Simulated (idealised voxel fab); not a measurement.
process module | voxel transistor to metal
cross-section cut | 155 nm wide | cells 5 nm
A cross-section is a grid of square cells, given in bands from the top down. A band is one or more rows of cells.
Each band's line starts with the height of the band's top and of its bottom, in nm. Then come its materials from left to right, each with its width in nm. One material with "throughout" fills the band from edge to edge. "air" is empty space.
Height 0 is the level under which the wafer as received is all one material. The lowest band goes on downwards, as in "0 down".
A width such as "30 to 40" changes by the same amount from each row of cells to the next, from the band's top row to its bottom row.
"no change" after a step means that no cell of the cross-section changed.
closed voids: empty space of 8 cells or more with no open way to the top, each as width x height at its distance from the left edge, in nm
after a step's settings: what the simulator itself notes on the step
overlay nm, on a step with a mask: how far to the right of its planned place the mask lay; to the left if negative
plan
1 op RECEIVE | material Si
2 op CONFORMAL_DEP | material SiO2 | thk nm 5
3 op CONFORMAL_DEP | material SiN | thk nm 15
4 op MASKED_ETCH | tone cover | mask id ACTIVE | width nm 95 | etch materials SiN | depth nm 15 | overlay nm 0
5 op MASKED_ETCH | tone cover | mask id ACTIVE | width nm 95 | etch materials SiO2 | depth nm 5 | overlay nm 0
6 op MASKED_ETCH | tone cover | mask id ACTIVE | width nm 95 | etch materials Si | depth nm 25 | overlay nm 0
7 op FILL_DEP | material SiO2 | thk nm 5
8 op CMP | height nm 20
9 op SELECTIVE_ETCH | etch materials SiO2 | depth nm 15
10 op STRIP | etch materials SiN
11 op SELECTIVE_ETCH | etch materials SiO2 | depth nm 5
12 op OXIDIZE | depth nm 5
13 op DIRECTIONAL_DEP | material polySi | thk nm 20
14 op DIRECTIONAL_DEP | material SiCN | thk nm 10
15 op DIRECTIONAL_DEP | material aC | thk nm 10
16 op PATTERN | tone cover | mask id GATE | material resist | width nm 25 | thk nm 25 | overlay nm 0
17 op DIRECTIONAL_ETCH | etch materials aC | depth nm 10
18 op STRIP | etch materials resist
19 op DIRECTIONAL_ETCH | etch materials SiCN | depth nm 20
20 op DIRECTIONAL_ETCH | etch materials polySi | depth nm 30
21 op STRIP | etch materials aC
22 op CONFORMAL_DEP | material SiO2 | thk nm 5
23 op DIRECTIONAL_ETCH | etch materials SiO2 | depth nm 5
24 op CONFORMAL_DEP | material SiN | thk nm 5
25 op DIRECTIONAL_ETCH | etch materials SiN | depth nm 5
26 op DIRECTIONAL_ETCH | etch materials SiO2 | depth nm 5
27 op EPI | material pSi | thk nm 5
28 op FILL_DEP | material SiO2 | thk nm 10
29 op CMP | height nm 20
30 op STRIP | etch materials polySi
31 op SELECTIVE_ETCH | etch materials SiO2 | depth nm 5
32 op CONFORMAL_DEP | material HfO2 | thk nm 5
33 op CONFORMAL_DEP | material TiN | thk nm 5
34 op FILL_DEP | material W | thk nm 5
35 op CMP | height nm 15
36 op DIRECTIONAL_DEP | material SiO2 | thk nm 15
37 op MASKED_ETCH | tone open | mask id CONTACT | width nm 15 | pitch nm 70 | etch materials SiO2 | depth nm 30 | overlay nm 0
38 op CONFORMAL_DEP | material TiN | thk nm 5
39 op FILL_DEP | material Ru | thk nm 5
40 op CMP | height nm 30
41 op DIRECTIONAL_DEP | material TiN | thk nm 5
42 op DIRECTIONAL_DEP | material W | thk nm 15
43 op PATTERN | tone cover | mask id METAL_1 | material resist | width nm 15 | pitch nm 70 | thk nm 15 | overlay nm 0
44 op DIRECTIONAL_ETCH | etch materials W | depth nm 15
45 op DIRECTIONAL_ETCH | etch materials TiN | depth nm 5
46 op STRIP | etch materials resist
47 op CONFORMAL_DEP | material SiCN | thk nm 5
48 op FILL_DEP | material SiO2 | thk nm 5
49 op CMP | height nm 50
50 op CONFORMAL_DEP | material SiCN | thk nm 5
51 op DIRECTIONAL_DEP | material SiO2 | thk nm 35
52 op PATTERN | tone open | mask id METAL_2 | material resist | width nm 15 | pitch nm 70 | thk nm 20 | overlay nm 0
53 op DIRECTIONAL_ETCH | etch materials SiO2 | depth nm 20
54 op STRIP | etch materials resist
55 op PATTERN | tone open | mask id METAL_2_HOLES | material resist | width nm 15 | pitch nm 70 | thk nm 15 | overlay nm 0
56 op DIRECTIONAL_ETCH | etch materials SiO2 | depth nm 15
57 op DIRECTIONAL_ETCH | etch materials SiCN | depth nm 5
58 op STRIP | etch materials resist
59 op CONFORMAL_DEP | material TiN | thk nm 5
60 op FILL_DEP | material Ru | thk nm 5
61 op CMP | height nm 90
62 op CONFORMAL_DEP | material SiCN | thk nm 5
first wafer, as planned
as received, after step 1
  0 down: Si throughout
  closed voids: none
after step 2
  5 to 0: SiO2 throughout
  below 0: unchanged
after step 3
  20 to 5: SiN throughout
  below 5: unchanged
after step 4
  20 to 5: air 30 | SiN 95 | air 30
  below 5: unchanged
after step 5
  20 to 5: air 30 | SiN 95 | air 30
  5 to 0: air 30 | SiO2 95 | air 30
  below 0: unchanged
after step 6
  20 to 5: air 30 | SiN 95 | air 30
  5 to 0: air 30 | SiO2 95 | air 30
  0 to -25: air 30 | Si 95 | air 30
  below -25: unchanged
after step 7
  25 to 20: SiO2 throughout
  20 to 5: SiO2 30 | SiN 95 | SiO2 30
  5 to 0: SiO2 throughout
  0 to -25: SiO2 30 | Si 95 | SiO2 30
  below -25: unchanged
after step 8
  20 to 5: SiO2 30 | SiN 95 | SiO2 30
  below 5: unchanged
after step 9
  20 to 5: air 30 | SiN 95 | air 30
  below 5: unchanged
after step 10
  5 to 0: SiO2 throughout
  below 0: unchanged
after step 11
  0 to -25: SiO2 30 | Si 95 | SiO2 30
  below -25: unchanged
after step 12
  0 to -5: SiO2 throughout
  below -5: unchanged
after step 13
  20 to 0: polySi throughout
  below 0: unchanged
after step 14
  30 to 20: SiCN throughout
  below 20: unchanged
after step 15
  40 to 30: aC throughout
  below 30: unchanged
after step 16
  65 to 40: air 65 | resist 25 | air 65
  below 40: unchanged
after step 17
  55 to 40: air 65 | resist 25 | air 65
  40 to 30: air 65 | aC 25 | air 65
  below 30: unchanged
after step 18
  40 to 30: air 65 | aC 25 | air 65
  below 30: unchanged
after step 19
  40 to 30: air 65 | aC 25 | air 65
  30 to 20: air 65 | SiCN 25 | air 65
  below 20: unchanged
after step 20
  40 to 30: air 65 | aC 25 | air 65
  30 to 20: air 65 | SiCN 25 | air 65
  20 to 0: air 65 | polySi 25 | air 65
  below 0: unchanged
after step 21
  30 to 20: air 65 | SiCN 25 | air 65
  below 20: unchanged
after step 22
  35 to 30: air 60 | SiO2 35 | air 60
  30 to 20: air 60 | SiO2 5 | SiCN 25 | SiO2 5 | air 60
  20 to 5: air 60 | SiO2 5 | polySi 25 | SiO2 5 | air 60
  5 to 0: SiO2 65 | polySi 25 | SiO2 65
  below 0: unchanged
after step 23
  30 to 20: air 60 | SiO2 5 | SiCN 25 | SiO2 5 | air 60
  20 to 0: air 60 | SiO2 5 | polySi 25 | SiO2 5 | air 60
  below 0: unchanged
after step 24
  35 to 30: air 55 | SiN 45 | air 55
  30 to 20: air 55 | SiN 5 | SiO2 5 | SiCN 25 | SiO2 5 | SiN 5 | air 55
  20 to 5: air 55 | SiN 5 | SiO2 5 | polySi 25 | SiO2 5 | SiN 5 | air 55
  5 to 0: SiN 60 | SiO2 5 | polySi 25 | SiO2 5 | SiN 60
  below 0: unchanged
after step 25
  30 to 20: air 55 | SiN 5 | SiO2 5 | SiCN 25 | SiO2 5 | SiN 5 | air 55
  20 to 0: air 55 | SiN 5 | SiO2 5 | polySi 25 | SiO2 5 | SiN 5 | air 55
  below 0: unchanged
after step 26
  30 to 25: air 55 | SiN 5 | air 5 | SiCN 25 | air 5 | SiN 5 | air 55
  25 to 20: air 55 | SiN 5 | SiO2 5 | SiCN 25 | SiO2 5 | SiN 5 | air 55
  20 to 0: air 55 | SiN 5 | SiO2 5 | polySi 25 | SiO2 5 | SiN 5 | air 55
  0 to -5: air 55 | SiO2 45 | air 55
  below -5: unchanged
after step 27
  30 to 25: air 55 | SiN 5 | air 5 | SiCN 25 | air 5 | SiN 5 | air 55
  25 to 20: air 55 | SiN 5 | SiO2 5 | SiCN 25 | SiO2 5 | SiN 5 | air 55
  20 to 0: air 55 | SiN 5 | SiO2 5 | polySi 25 | SiO2 5 | SiN 5 | air 55
  0 to -5: air 25 | pSi 30 | SiO2 45 | pSi 30 | air 25
  below -5: unchanged
after step 28
  40 to 30: SiO2 throughout
  30 to 20: SiO2 55 | SiN 5 | SiO2 5 | SiCN 25 | SiO2 5 | SiN 5 | SiO2 55
  20 to 0: SiO2 55 | SiN 5 | SiO2 5 | polySi 25 | SiO2 5 | SiN 5 | SiO2 55
  0 to -5: SiO2 25 | pSi 30 | SiO2 45 | pSi 30 | SiO2 25
  below -5: unchanged
after step 29
  20 to 0: SiO2 55 | SiN 5 | SiO2 5 | polySi 25 | SiO2 5 | SiN 5 | SiO2 55
  below 0: unchanged
after step 30
  20 to 0: SiO2 55 | SiN 5 | SiO2 5 | air 25 | SiO2 5 | SiN 5 | SiO2 55
  below 0: unchanged
after step 31
  20 to 15: air 55 | SiN 5 | air 35 | SiN 5 | air 55
  15 to 0: SiO2 55 | SiN 5 | air 35 | SiN 5 | SiO2 55
  0 to -5: SiO2 25 | pSi 30 | SiO2 5 | air 35 | SiO2 5 | pSi 30 | SiO2 25
  below -5: unchanged
after step 32
  25 to 20: air 50 | HfO2 15 | air 25 | HfO2 15 | air 50
  20 to 15: HfO2 55 | SiN 5 | HfO2 5 | air 25 | HfO2 5 | SiN 5 | HfO2 55
  15 to 0: SiO2 55 | SiN 5 | HfO2 5 | air 25 | HfO2 5 | SiN 5 | SiO2 55
  0 to -5: SiO2 25 | pSi 30 | SiO2 5 | HfO2 35 | SiO2 5 | pSi 30 | SiO2 25
  below -5: unchanged
after step 33
  30 to 25: air 45 | TiN 25 | air 15 | TiN 25 | air 45
  25 to 20: TiN 50 | HfO2 15 | TiN 5 | air 15 | TiN 5 | HfO2 15 | TiN 50
  20 to 15: HfO2 55 | SiN 5 | HfO2 5 | TiN 5 | air 15 | TiN 5 | HfO2 5 | SiN 5 | HfO2 55
  15 to 5: SiO2 55 | SiN 5 | HfO2 5 | TiN 5 | air 15 | TiN 5 | HfO2 5 | SiN 5 | SiO2 55
  5 to 0: SiO2 55 | SiN 5 | HfO2 5 | TiN 25 | HfO2 5 | SiN 5 | SiO2 55
  below 0: unchanged
after step 34
  35 to 30: W throughout
  30 to 25: W 45 | TiN 25 | W 15 | TiN 25 | W 45
  25 to 20: TiN 50 | HfO2 15 | TiN 5 | W 15 | TiN 5 | HfO2 15 | TiN 50
  20 to 15: HfO2 55 | SiN 5 | HfO2 5 | TiN 5 | W 15 | TiN 5 | HfO2 5 | SiN 5 | HfO2 55
  15 to 5: SiO2 55 | SiN 5 | HfO2 5 | TiN 5 | W 15 | TiN 5 | HfO2 5 | SiN 5 | SiO2 55
  below 5: unchanged
after step 35
  15 to 5: SiO2 55 | SiN 5 | HfO2 5 | TiN 5 | W 15 | TiN 5 | HfO2 5 | SiN 5 | SiO2 55
  below 5: unchanged
after step 36
  30 to 15: SiO2 throughout
  below 15: unchanged
after step 37
  30 to 15: SiO2 35 | air 15 | SiO2 55 | air 15 | SiO2 35
  15 to 5: SiO2 35 | air 15 | SiO2 5 | SiN 5 | HfO2 5 | TiN 5 | W 15 | TiN 5 | HfO2 5 | SiN 5 | SiO2 5 | air 15 | SiO2 35
  5 to 0: SiO2 35 | air 15 | SiO2 5 | SiN 5 | HfO2 5 | TiN 25 | HfO2 5 | SiN 5 | SiO2 5 | air 15 | SiO2 35
  below 0: unchanged
after step 38
  35 to 30: TiN 40 | air 5 | TiN 65 | air 5 | TiN 40
  30 to 15: SiO2 35 | TiN 5 | air 5 | TiN 5 | SiO2 55 | TiN 5 | air 5 | TiN 5 | SiO2 35
  15 to 5: SiO2 35 | TiN 5 | air 5 | TiN 5 | SiO2 5 | SiN 5 | HfO2 5 | TiN 5 | W 15 | TiN 5 | HfO2 5 | SiN 5 | SiO2 5 | TiN 5 | air 5 | TiN 5 | SiO2 35
  5 to 0: SiO2 35 | TiN 15 | SiO2 5 | SiN 5 | HfO2 5 | TiN 25 | HfO2 5 | SiN 5 | SiO2 5 | TiN 15 | SiO2 35
  below 0: unchanged
after step 39
  40 to 35: Ru throughout
  35 to 30: TiN 40 | Ru 5 | TiN 65 | Ru 5 | TiN 40
  30 to 15: SiO2 35 | TiN 5 | Ru 5 | TiN 5 | SiO2 55 | TiN 5 | Ru 5 | TiN 5 | SiO2 35
  15 to 5: SiO2 35 | TiN 5 | Ru 5 | TiN 5 | SiO2 5 | SiN 5 | HfO2 5 | TiN 5 | W 15 | TiN 5 | HfO2 5 | SiN 5 | SiO2 5 | TiN 5 | Ru 5 | TiN 5 | SiO2 35
  below 5: unchanged
after step 40
  30 to 15: SiO2 35 | TiN 5 | Ru 5 | TiN 5 | SiO2 55 | TiN 5 | Ru 5 | TiN 5 | SiO2 35
  below 15: unchanged
after step 41
  35 to 30: TiN throughout
  below 30: unchanged
after step 42
  50 to 35: W throughout
  below 35: unchanged
after step 43
  65 to 50: air 35 | resist 15 | air 55 | resist 15 | air 35
  below 50: unchanged
after step 44
  65 to 50: air 35 | resist 15 | air 55 | resist 15 | air 35
  50 to 35: air 35 | W 15 | air 55 | W 15 | air 35
  below 35: unchanged
after step 45
  65 to 50: air 35 | resist 15 | air 55 | resist 15 | air 35
  50 to 35: air 35 | W 15 | air 55 | W 15 | air 35
  35 to 30: air 35 | TiN 15 | air 55 | TiN 15 | air 35
  below 30: unchanged
after step 46
  50 to 35: air 35 | W 15 | air 55 | W 15 | air 35
  below 35: unchanged
after step 47
  55 to 50: air 30 | SiCN 25 | air 45 | SiCN 25 | air 30
  50 to 35: air 30 | SiCN 5 | W 15 | SiCN 5 | air 45 | SiCN 5 | W 15 | SiCN 5 | air 30
  35 to 30: SiCN 35 | TiN 15 | SiCN 55 | TiN 15 | SiCN 35
  below 30: unchanged
after step 48
  60 to 55: SiO2 throughout
  55 to 50: SiO2 30 | SiCN 25 | SiO2 45 | SiCN 25 | SiO2 30
  50 to 35: SiO2 30 | SiCN 5 | W 15 | SiCN 5 | SiO2 45 | SiCN 5 | W 15 | SiCN 5 | SiO2 30
  below 35: unchanged
after step 49
  50 to 35: SiO2 30 | SiCN 5 | W 15 | SiCN 5 | SiO2 45 | SiCN 5 | W 15 | SiCN 5 | SiO2 30
  below 35: unchanged
after step 50
  55 to 50: SiCN throughout
  below 50: unchanged
after step 51
  90 to 55: SiO2 throughout
  below 55: unchanged
after step 52
  110 to 90: resist 35 | air 15 | resist 55 | air 15 | resist 35
  below 90: unchanged
after step 53
  110 to 90: resist 35 | air 15 | resist 55 | air 15 | resist 35
  90 to 70: SiO2 35 | air 15 | SiO2 55 | air 15 | SiO2 35
  below 70: unchanged
after step 54
  90 to 70: SiO2 35 | air 15 | SiO2 55 | air 15 | SiO2 35
  below 70: unchanged
after step 55
  105 to 90: resist 35 | air 15 | resist 55 | air 15 | resist 35
  below 90: unchanged
after step 56
  105 to 90: resist 35 | air 15 | resist 55 | air 15 | resist 35
  90 to 55: SiO2 35 | air 15 | SiO2 55 | air 15 | SiO2 35
  below 55: unchanged
after step 57
  105 to 90: resist 35 | air 15 | resist 55 | air 15 | resist 35
  90 to 55: SiO2 35 | air 15 | SiO2 55 | air 15 | SiO2 35
  55 to 50: SiCN 35 | air 15 | SiCN 55 | air 15 | SiCN 35
  below 50: unchanged
after step 58
  90 to 55: SiO2 35 | air 15 | SiO2 55 | air 15 | SiO2 35
  below 55: unchanged
after step 59
  95 to 90: TiN 40 | air 5 | TiN 65 | air 5 | TiN 40
  90 to 55: SiO2 35 | TiN 5 | air 5 | TiN 5 | SiO2 55 | TiN 5 | air 5 | TiN 5 | SiO2 35
  55 to 50: SiCN 35 | TiN 15 | SiCN 55 | TiN 15 | SiCN 35
  below 50: unchanged
after step 60
  100 to 95: Ru throughout
  95 to 90: TiN 40 | Ru 5 | TiN 65 | Ru 5 | TiN 40
  90 to 55: SiO2 35 | TiN 5 | Ru 5 | TiN 5 | SiO2 55 | TiN 5 | Ru 5 | TiN 5 | SiO2 35
  below 55: unchanged
after step 61
  90 to 55: SiO2 35 | TiN 5 | Ru 5 | TiN 5 | SiO2 55 | TiN 5 | Ru 5 | TiN 5 | SiO2 35
  below 55: unchanged
after step 62
  95 to 90: SiCN throughout
  below 90: unchanged
second wafer: like start, like plan, one mistake. Through step 50 it matches the first wafer
when step 51 should have ended
  125 to 55: SiO2 throughout
  below 55: unchanged
when step 52 should have ended
  145 to 125: resist 35 | air 15 | resist 55 | air 15 | resist 35
  below 125: unchanged
when step 53 should have ended
  145 to 125: resist 35 | air 15 | resist 55 | air 15 | resist 35
  125 to 105: SiO2 35 | air 15 | SiO2 55 | air 15 | SiO2 35
  below 105: unchanged
when step 54 should have ended
  125 to 105: SiO2 35 | air 15 | SiO2 55 | air 15 | SiO2 35
  below 105: unchanged
when step 55 should have ended
  140 to 125: resist 35 | air 15 | resist 55 | air 15 | resist 35
  below 125: unchanged
when step 56 should have ended
  140 to 125: resist 35 | air 15 | resist 55 | air 15 | resist 35
  125 to 90: SiO2 35 | air 15 | SiO2 55 | air 15 | SiO2 35
  below 90: unchanged
when step 57 should have ended: no change
when step 58 should have ended
  125 to 90: SiO2 35 | air 15 | SiO2 55 | air 15 | SiO2 35
  below 90: unchanged
when step 59 should have ended
  130 to 125: TiN 40 | air 5 | TiN 65 | air 5 | TiN 40
  125 to 95: SiO2 35 | TiN 5 | air 5 | TiN 5 | SiO2 55 | TiN 5 | air 5 | TiN 5 | SiO2 35
  95 to 90: SiO2 35 | TiN 15 | SiO2 55 | TiN 15 | SiO2 35
  below 90: unchanged
when step 60 should have ended
  135 to 130: Ru throughout
  130 to 125: TiN 40 | Ru 5 | TiN 65 | Ru 5 | TiN 40
  125 to 95: SiO2 35 | TiN 5 | Ru 5 | TiN 5 | SiO2 55 | TiN 5 | Ru 5 | TiN 5 | SiO2 35
  below 95: unchanged
when step 61 should have ended
  90 to 55: SiO2 throughout
  below 55: unchanged
when step 62 should have ended
  95 to 90: SiCN throughout
  below 90: unchanged
what went wrong: step 51 was run twice
at the end the second wafer has, in cells: 14 fewer of Ru | 6 more of SiCN | 42 more of SiO2 | 34 fewer of TiN
